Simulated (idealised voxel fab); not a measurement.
Presented below is a process module, voxel transistor to metal.
For reference, the cross-section in this document is cut, with width 270 nm and square cells of 5 nm.
For the purposes of this document, a cross-section shall be understood as a grid of square cells, specified as bands listed in top-to-bottom order, each band consisting of one or more rows of cells. This entry defines a band. It first specifies the height of the band's top and the height of its bottom in nm, and then specifies the band's materials from left to right, stating each material with its width in nm. The word "full width" identifies a single material that fills the band from edge to edge, while the word "air" identifies empty space. The reference from which all heights are counted is 0, the level beneath which the as-received wafer is entirely one material; the lowest band, having no lower bound, proceeds downward and is written after the example "top 0, no bottom". Note: "30->40" means the width goes from the first number (top row of the band) to the second number (bottom row) in equal steps per row of cells. Basically "nothing altered" means that step didn't change any cell in the cross-section. For the entry "Closed internal cavities", the listed items are empty spaces with no open way to the top whose size is 8 cells or more; each item follows the pattern width x height at distance, where distance is from the left edge and all three are in nm. Anything after a step's settings on that line? It's the simulator's own note about the step. If you see "overlay nm" on a step's line and that step has a mask, it's telling you how far right of where it was planned the mask ended up; a negative number means it went left instead.
### Planned process steps
- 1: RECEIVE [material Si]
- 2: CONFORMAL_DEP [material SiO2] [thk nm 5]
- 3: CONFORMAL_DEP [material SiN] [thk nm 10]
- 4: MASKED_ETCH [tone cover] [mask id ACTIVE] [width nm 100] [pitch nm 130] [etch materials SiN] [depth nm 10] [overlay nm 0]
- 5: MASKED_ETCH [tone cover] [mask id ACTIVE] [width nm 100] [pitch nm 130] [etch materials SiO2] [depth nm 5] [overlay nm 0]
- 6: MASKED_ETCH [tone cover] [mask id ACTIVE] [width nm 100] [pitch nm 130] [etch materials Si] [depth nm 25] [overlay nm 0]
- 7: OXIDIZE [depth nm 5]
- 8: FILL_DEP [material SiO2] [thk nm 10]
- 9: CMP [height nm 15]
- 10: SELECTIVE_ETCH [etch materials SiO2] [depth nm 5]
- 11: STRIP [etch materials SiN]
- 12: SELECTIVE_ETCH [etch materials SiO2] [depth nm 5]
- 13: OXIDIZE [depth nm 5]
- 14: DIRECTIONAL_DEP [material polySi] [thk nm 30]
- 15: DIRECTIONAL_DEP [material SiCN] [thk nm 10]
- 16: DIRECTIONAL_DEP [material aC] [thk nm 15]
- 17: PATTERN [tone cover] [mask id GATE] [material resist] [width nm 30] [pitch nm 130] [thk nm 30] [overlay nm 0]
- 18: DIRECTIONAL_ETCH [etch materials aC] [depth nm 15]
- 19: STRIP [etch materials resist]
- 20: DIRECTIONAL_ETCH [etch materials SiCN] [depth nm 20]
- 21: DIRECTIONAL_ETCH [etch materials polySi] [depth nm 40]
- 22: STRIP [etch materials aC]
- 23: CONFORMAL_DEP [material SiN] [thk nm 10]
- 24: DIRECTIONAL_ETCH [etch materials SiN] [depth nm 10]
- 25: DIRECTIONAL_ETCH [etch materials SiO2] [depth nm 5]
- 26: DIRECTIONAL_ETCH [etch materials Si] [depth nm 10]
- 27: EPI [material pSi] [thk nm 10]
- 28: FILL_DEP [material SiO2] [thk nm 10]
- 29: CMP [height nm 30]
- 30: STRIP [etch materials polySi]
- 31: SELECTIVE_ETCH [etch materials SiO2] [depth nm 5]
- 32: CONFORMAL_DEP [material HfO2] [thk nm 5]
- 33: CONFORMAL_DEP [material TiN] [thk nm 5]
- 34: FILL_DEP [material W] [thk nm 5]
- 35: CMP [height nm 25]
- 36: DIRECTIONAL_DEP [material SiO2] [thk nm 15]
- 37: PATTERN [tone open] [mask id CONTACT] [material resist] [width nm 15] [thk nm 20] [overlay nm 0]
- 38: DIRECTIONAL_ETCH [etch materials SiO2] [depth nm 45]
- 39: STRIP [etch materials resist]
- 40: CONFORMAL_DEP [material TiN] [thk nm 5]
- 41: FILL_DEP [material Ru] [thk nm 5]
- 42: CMP [height nm 40]
- 43: CONFORMAL_DEP [material SiCN] [thk nm 5]
- 44: DIRECTIONAL_DEP [material lowk] [thk nm 15]
- 45: MASKED_ETCH [tone open] [mask id METAL_1] [width nm 15] [etch materials lowk] [depth nm 15] [overlay nm 0]
- 46: MASKED_ETCH [tone open] [mask id METAL_1] [width nm 15] [etch materials SiCN] [depth nm 5] [overlay nm 0]
- 47: CONFORMAL_DEP [material TiN] [thk nm 5]
- 48: FILL_DEP [material Cu] [thk nm 5]
- 49: CMP [height nm 60]
- 50: CONFORMAL_DEP [material SiCN] [thk nm 5]
- 51: DIRECTIONAL_DEP [material SiO2] [thk nm 35]
- 52: PATTERN [tone open] [mask id METAL_2] [material resist] [width nm 15] [pitch nm 130] [thk nm 15] [overlay nm 0]
- 53: DIRECTIONAL_ETCH [etch materials SiO2] [depth nm 20]
- 54: STRIP [etch materials resist]
- 55: DIRECTIONAL_DEP [material aC] [thk nm 10]
- 56: PATTERN [tone open] [mask id METAL_2_HOLES] [material resist] [width nm 15] [pitch nm 130] [thk nm 30] [overlay nm 0]
- 57: DIRECTIONAL_ETCH [etch materials aC] [depth nm 10]
- 58: STRIP [etch materials resist]
- 59: DIRECTIONAL_ETCH [etch materials SiO2] [depth nm 15]
- 60: DIRECTIONAL_ETCH [etch materials SiCN] [depth nm 5]
- 61: STRIP [etch materials aC]
- 62: CONFORMAL_DEP [material TiN] [thk nm 5]
- 63: FILL_DEP [material Ru] [thk nm 5]
- 64: CMP [height nm 100]
- 65: CONFORMAL_DEP [material SiN] [thk nm 5]
### Here's what the wafer looked like in cross-section when it arrived - that's after step 1
- top 0, no bottom = Si full width
- Closed internal cavities: none
### This is how the wafer looks in cross-section once the module is done, given the starting state and plan above and one mistake in carrying the plan out
- top 105, bottom 100 = SiN full width
- top 100, bottom 65 = SiO2 (25)  TiN (5)  Ru (5)  TiN (5)  SiO2 (115)  TiN (5)  Ru (5)  TiN (5)  SiO2 (100)
- top 65, bottom 60 = SiCN (25)  TiN (15)  SiCN (115)  TiN (15)  SiCN (100)
- top 60, bottom 45 = lowk (25)  TiN (5)  Cu (5)  TiN (5)  lowk (60)  TiN (5)  Cu (5)  TiN (5)  lowk (40)  TiN (5)  Cu (5)  TiN (5)  lowk (60)  TiN (5)  Cu (5)  TiN (5)  lowk (25)
- top 45, bottom 40 = SiCN (25)  TiN (15)  SiCN (60)  TiN (15)  SiCN (40)  TiN (15)  SiCN (60)  TiN (15)  SiCN (25)
- top 40, bottom 25 = SiO2 (25)  TiN (5)  Ru (5)  TiN (5)  SiO2 (60)  TiN (5)  Ru (5)  TiN (5)  SiO2 (40)  TiN (5)  Ru (5)  TiN (5)  SiO2 (60)  TiN (5)  Ru (5)  TiN (5)  SiO2 (25)
- top 25, bottom 15 = SiO2 (25)  TiN (5)  Ru (5)  TiN (5)  SiO2 (5)  SiN (10)  HfO2 (5)  TiN (5)  W (10)  TiN (5)  HfO2 (5)  SiN (10)  SiO2 (5)  TiN (5)  Ru (5)  TiN (5)  SiO2 (40)  TiN (5)  Ru (5)  TiN (5)  SiO2 (5)  SiN (10)  HfO2 (5)  TiN (5)  W (10)  TiN (5)  HfO2 (5)  SiN (10)  SiO2 (5)  TiN (5)  Ru (5)  TiN (5)  SiO2 (25)
- top 15, bottom 10 = SiO2 (25)  TiN (15)  SiO2 (5)  SiN (10)  HfO2 (5)  TiN (5)  W (10)  TiN (5)  HfO2 (5)  SiN (10)  SiO2 (5)  TiN (15)  SiO2 (40)  TiN (15)  SiO2 (5)  SiN (10)  HfO2 (5)  TiN (5)  W (10)  TiN (5)  HfO2 (5)  SiN (10)  SiO2 (5)  TiN (15)  SiO2 (25)
- top 10, bottom 5 = SiO2 (45)  SiN (10)  HfO2 (5)  TiN (5)  W (10)  TiN (5)  HfO2 (5)  SiN (10)  SiO2 (80)  SiN (10)  HfO2 (5)  TiN (5)  W (10)  TiN (5)  HfO2 (5)  SiN (10)  SiO2 (45)
- top 5, bottom 0 = SiO2 (15)  SiN (10)  SiO2 (10)  pSi (10)  SiN (10)  HfO2 (5)  TiN (20)  HfO2 (5)  SiN (10)  pSi (10)  SiO2 (10)  SiN (10)  SiO2 (20)  SiN (10)  SiO2 (10)  pSi (10)  SiN (10)  HfO2 (5)  TiN (20)  HfO2 (5)  SiN (10)  pSi (10)  SiO2 (10)  SiN (10)  SiO2 (15)
- top 0, bottom -5 = SiO2 (35)  pSi (10)  SiO2 (5)  HfO2 (40)  SiO2 (5)  pSi (10)  SiO2 (60)  pSi (10)  SiO2 (5)  HfO2 (40)  SiO2 (5)  pSi (10)  SiO2 (35)
- top -5, bottom -15 = SiO2 (25)  pSi (20)  Si (50)  pSi (20)  SiO2 (40)  pSi (20)  Si (50)  pSi (20)  SiO2 (25)
- top -15, bottom -30 = SiO2 (25)  Si (90)  SiO2 (40)  Si (90)  SiO2 (25)
- top -30, no bottom = Si full width
- Closed internal cavities: none
It is concluded that the wafer was processed incorrectly with respect to the plan, in that in the plan, step 36 was performed twice
